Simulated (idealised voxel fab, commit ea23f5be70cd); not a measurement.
This section sets out a process module, namely voxel self aligned vias.
Each square cell in cross-section cut measures 5 nm, and the section as a whole is 210 nm wide.
How to read a cross-section here: the picture is a grid of square cells, written as bands going from the top down, and any band can span one or more rows of cells.
It is stipulated that each band's entry specify, in nanometres, the height of the top of the band and then that of its bottom, followed by the materials of the band in left-to-right sequence, each together with its width in nanometres. A single material marked by the word "everywhere" is understood to fill the band from edge to edge; the word "empty" is understood to denote empty space.
Zero point of the height axis is 0; under it, received wafer = one material. Lowest band: continues down indefinitely, "0 nm and below".
You'd read "30->40" like this: the band's top row of cells is as wide as the first number, its bottom row is as wide as the second, and going down, every row changes width by the same amount as the row before did.
Reading "no modification" for a step: not a cell of the cross-section changed in it.
Closed-off voids of 8+ cells (no open route to the top) go in "Enclosed void inventory", written width x height at distance from the left edge, in nm.
Whatever follows a step's settings on its line is a remark the simulator itself makes about that step.
overlay nm: right-of-plan distance of the mask on a masked step; negative values mean left-of-plan.

Process steps foreseen in the plan:
1. RECEIVE | material Si
2. CONFORMAL_DEP | material SiO2 | thk nm 10
3. CONFORMAL_DEP | material SiCN | thk nm 5
4. DIRECTIONAL_DEP | material lowk | thk nm 25
5. PATTERN | tone open | mask id LINES | material resist | width nm 25 | pitch nm 55 | thk nm 15 | overlay nm 0
6. DIRECTIONAL_ETCH | etch materials lowk | depth nm 25
7. STRIP | etch materials resist
8. CONFORMAL_DEP | material TiN | thk nm 5
9. FILL_DEP | material Ru | thk nm 5
10. CMP | height nm 40
11. SELECTIVE_ETCH | etch materials W Ru TiN | depth nm 10
12. FILL_DEP | material SiN | thk nm 5
13. CMP | height nm 40
14. DIRECTIONAL_DEP | material lowk | thk nm 20
15. MASKED_ETCH | tone open | mask id VIAS | width nm 35 | pitch nm 55 | etch materials lowk | depth nm 20 | overlay nm 0
16. MASKED_ETCH | tone open | mask id VIAS | width nm 35 | pitch nm 55 | etch materials SiN | depth nm 10 | overlay nm 0
17. CONFORMAL_DEP | material TiN | thk nm 5
18. FILL_DEP | material Ru | thk nm 5
19. CMP | height nm 60
20. CONFORMAL_DEP | material SiN | thk nm 5

Cross-sectional view of the wafer in its as-received condition, corresponding to the state after step 1:
0 nm and below: Si everywhere
Enclosed void inventory: none

First of two wafers, end-of-module section, run followed plan:
65 nm to 60 nm: SiN everywhere
60 nm to 45 nm: lowk 30 / TiN 5 / Ru 25 / TiN 5 / lowk 20 / TiN 5 / Ru 25 / TiN 5 / lowk 20 / TiN 5 / Ru 25 / TiN 5 / lowk 35
45 nm to 35 nm: lowk 30->35 / TiN 10->5 / Ru 15 / TiN 10->5 / lowk 20->30 / TiN 10->5 / Ru 15 / TiN 10->5 / lowk 20->30 / TiN 10->5 / Ru 15 / TiN 10->5 / lowk 35->40
35 nm to 30 nm: lowk 35 / TiN 25 / lowk 30 / TiN 25 / lowk 30 / TiN 25 / lowk 40
30 nm to 20 nm: lowk 35 / TiN 5 / Ru 15 / TiN 5 / lowk 30 / TiN 5 / Ru 15 / TiN 5 / lowk 30 / TiN 5 / Ru 15 / TiN 5 / lowk 40
20 nm to 15 nm: lowk 35 / TiN 25 / lowk 30 / TiN 25 / lowk 30 / TiN 25 / lowk 40
15 nm to 10 nm: SiCN everywhere
10 nm to 0 nm: SiO2 everywhere
0 nm and below: Si everywhere
Enclosed void inventory: none

Here is the second of the two wafers cut open at the end of the module - same start, same plan as the first one, but we made one mistake running it:
65 nm to 60 nm: SiN everywhere
60 nm to 45 nm: lowk 30 / TiN 5 / Ru 25 / TiN 5 / lowk 20 / TiN 5 / Ru 25 / TiN 5 / lowk 20 / TiN 5 / Ru 25 / TiN 5 / lowk 35
45 nm to 40 nm: lowk 30 / TiN 35 / lowk 20 / TiN 35 / lowk 20 / TiN 35 / lowk 35
40 nm to 35 nm: SiCN everywhere
35 nm to 10 nm: lowk everywhere
10 nm to 0 nm: SiO2 everywhere
0 nm and below: Si everywhere
Enclosed void inventory: none
Deviation noted in wafer processing: so 3 and 4 got swapped relative to the plan, each ran where the other was supposed to
Wrapping up, a cell-based count of both wafers puts the second over or under the first for these materials: -36 Ru | -39 TiN | +75 lowk
